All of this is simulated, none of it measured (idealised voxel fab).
The following is a process module called voxel tone inversion.
In the cross-section labelled cut, the width is 185 nm and each square cell is 5 nm.
Just so we're on the same page, the cross-sections are grids of square cells, and they're listed out in bands top to bottom, each band one or more rows deep.
The entry gives the band's vertical extent as a top height and a bottom height in nm, then its horizontal make-up as materials from left to right, each with a width in nm. "air" stands for empty space; a single material marked "edge to edge" fills the band edge to edge.
Convention: height 0 is the level below which the wafer, as received, is all one material. The lowest band does not terminate at the bottom but continues downward, represented as "from 0 down".
The expression "30->40" gives the width at the extremes of the band, the first number at its top row of cells and the second at its bottom row, with the width changing by equal amounts from each row to the next in between.
When a step is marked "nothing was modified", none of the cells in the cross-section changed during that step.
"Cavities, sealed" lists enclosed empty spaces (at least 8 cells, no open path upward to the top), each as width x height at distance from the left edge, in nm.
Read whatever lies past the settings on a step's line as the simulator's own remark about the step.
overlay nm: right-of-plan distance of the mask on a masked step; negative values mean left-of-plan.
This section lists the process steps that were planned
1,RECEIVE, material Si
2,CONFORMAL_DEP, material SiCN, thk nm 10
3,DIRECTIONAL_DEP, material aC, thk nm 15
4,PATTERN, tone cover, mask id POSTS, material resist, width nm 20, pitch nm 50, thk nm 20, overlay nm 0
5,DIRECTIONAL_ETCH, etch materials aC, depth nm 15
6,STRIP, etch materials resist
7,FILL_DEP, material lowk, thk nm 10
8,CMP, height nm 25
9,STRIP, etch materials aC
10,CONFORMAL_DEP, material TiN, thk nm 5
11,FILL_DEP, material W, thk nm 5
12,CMP, height nm 25
13,CONFORMAL_DEP, material SiCN, thk nm 5
Account of the first of two wafers, which was processed as intended
As received, after step 1
from 0 down | Si edge to edge
Cavities, sealed: none
How the wafer stands in section after step 2
from 10 to 0 | SiCN edge to edge
Below 0 it's all the same as before, nothing changed down there.
How the wafer stands in section after step 3
from 25 to 10 | aC edge to edge
Below 10 it's all the same as before, nothing changed down there.
How the wafer stands in section after step 4
from 45 to 25 | air 55, resist 20, air 30, resist 20, air 60
Below 25 it's all the same as before, nothing changed down there.
How the wafer stands in section after step 5
from 30 to 25 | air 55, resist 20, air 30, resist 20, air 60
from 25 to 10 | air 55, aC 20, air 30, aC 20, air 60
Below 10 it's all the same as before, nothing changed down there.
How the wafer stands in section after step 6
from 25 to 10 | air 55, aC 20, air 30, aC 20, air 60
Below 10 it's all the same as before, nothing changed down there.
How the wafer stands in section after step 7
from 35 to 25 | lowk edge to edge
from 25 to 10 | lowk 55, aC 20, lowk 30, aC 20, lowk 60
Below 10 it's all the same as before, nothing changed down there.
How the wafer stands in section after step 8
from 25 to 10 | lowk 55, aC 20, lowk 30, aC 20, lowk 60
Below 10 it's all the same as before, nothing changed down there.
How the wafer stands in section after step 9
from 25 to 10 | lowk 55, air 20, lowk 30, air 20, lowk 60
Below 10 it's all the same as before, nothing changed down there.
How the wafer stands in section after step 10
from 30 to 25 | TiN 60, air 10, TiN 40, air 10, TiN 65
from 25 to 15 | lowk 55, TiN 5, air 10, TiN 5, lowk 30, TiN 5, air 10, TiN 5, lowk 60
from 15 to 10 | lowk 55, TiN 20, lowk 30, TiN 20, lowk 60
Below 10 it's all the same as before, nothing changed down there.
How the wafer stands in section after step 11
from 35 to 30 | W edge to edge
from 30 to 25 | TiN 60, W 10, TiN 40, W 10, TiN 65
from 25 to 15 | lowk 55, TiN 5, W 10, TiN 5, lowk 30, TiN 5, W 10, TiN 5, lowk 60
Below 15 it's all the same as before, nothing changed down there.
How the wafer stands in section after step 12
from 25 to 15 | lowk 55, TiN 5, W 10, TiN 5, lowk 30, TiN 5, W 10, TiN 5, lowk 60
Below 15 it's all the same as before, nothing changed down there.
How the wafer stands in section after step 13
from 30 to 25 | SiCN edge to edge
Below 25 it's all the same as before, nothing changed down there.
Wafer two. Same start, same plan, one slip in execution. Same as wafer one through step 3, inclusive
Second wafer at the planned finish of step 4, seen in cross-section
from 45 to 25 | resist 55, air 20, resist 30, air 20, resist 60
Below 25 it's all the same as before, nothing changed down there.
Second wafer at the planned finish of step 5, seen in cross-section
from 30 to 25 | resist 55, air 20, resist 30, air 20, resist 60
from 25 to 10 | aC 55, air 20, aC 30, air 20, aC 60
Below 10 it's all the same as before, nothing changed down there.
Second wafer at the planned finish of step 6, seen in cross-section
from 25 to 10 | aC 55, air 20, aC 30, air 20, aC 60
Below 10 it's all the same as before, nothing changed down there.
Second wafer at the planned finish of step 7, seen in cross-section
from 35 to 25 | lowk edge to edge
from 25 to 10 | aC 55, lowk 20, aC 30, lowk 20, aC 60
Below 10 it's all the same as before, nothing changed down there.
Second wafer at the planned finish of step 8, seen in cross-section
from 25 to 10 | aC 55, lowk 20, aC 30, lowk 20, aC 60
Below 10 it's all the same as before, nothing changed down there.
Second wafer at the planned finish of step 9, seen in cross-section
from 25 to 10 | air 55, lowk 20, air 30, lowk 20, air 60
Below 10 it's all the same as before, nothing changed down there.
Second wafer at the planned finish of step 10, seen in cross-section
from 30 to 25 | air 50, TiN 30, air 20, TiN 30, air 55
from 25 to 15 | air 50, TiN 5, lowk 20, TiN 5, air 20, TiN 5, lowk 20, TiN 5, air 55
from 15 to 10 | TiN 55, lowk 20, TiN 30, lowk 20, TiN 60
Below 10 it's all the same as before, nothing changed down there.
Second wafer at the planned finish of step 11, seen in cross-section
from 35 to 30 | W edge to edge
from 30 to 25 | W 50, TiN 30, W 20, TiN 30, W 55
from 25 to 15 | W 50, TiN 5, lowk 20, TiN 5, W 20, TiN 5, lowk 20, TiN 5, W 55
Below 15 it's all the same as before, nothing changed down there.
Second wafer at the planned finish of step 12, seen in cross-section
from 25 to 15 | W 50, TiN 5, lowk 20, TiN 5, W 20, TiN 5, lowk 20, TiN 5, W 55
Below 15 it's all the same as before, nothing changed down there.
Second wafer at the planned finish of step 13, seen in cross-section
from 30 to 25 | SiCN edge to edge
Below 25 it's all the same as before, nothing changed down there.
So what did we get wrong on this run? planned and actual differ for step 4; actual: PATTERN, tone open, mask id POSTS, material resist, width nm 20, pitch nm 50, thk nm 20, overlay nm 0
It is noted that, at the conclusion of processing, the second wafer exhibits a higher or lower cell count for certain materials relative to the first: TiN: 21 more, W: 42 more, lowk: 63 fewer
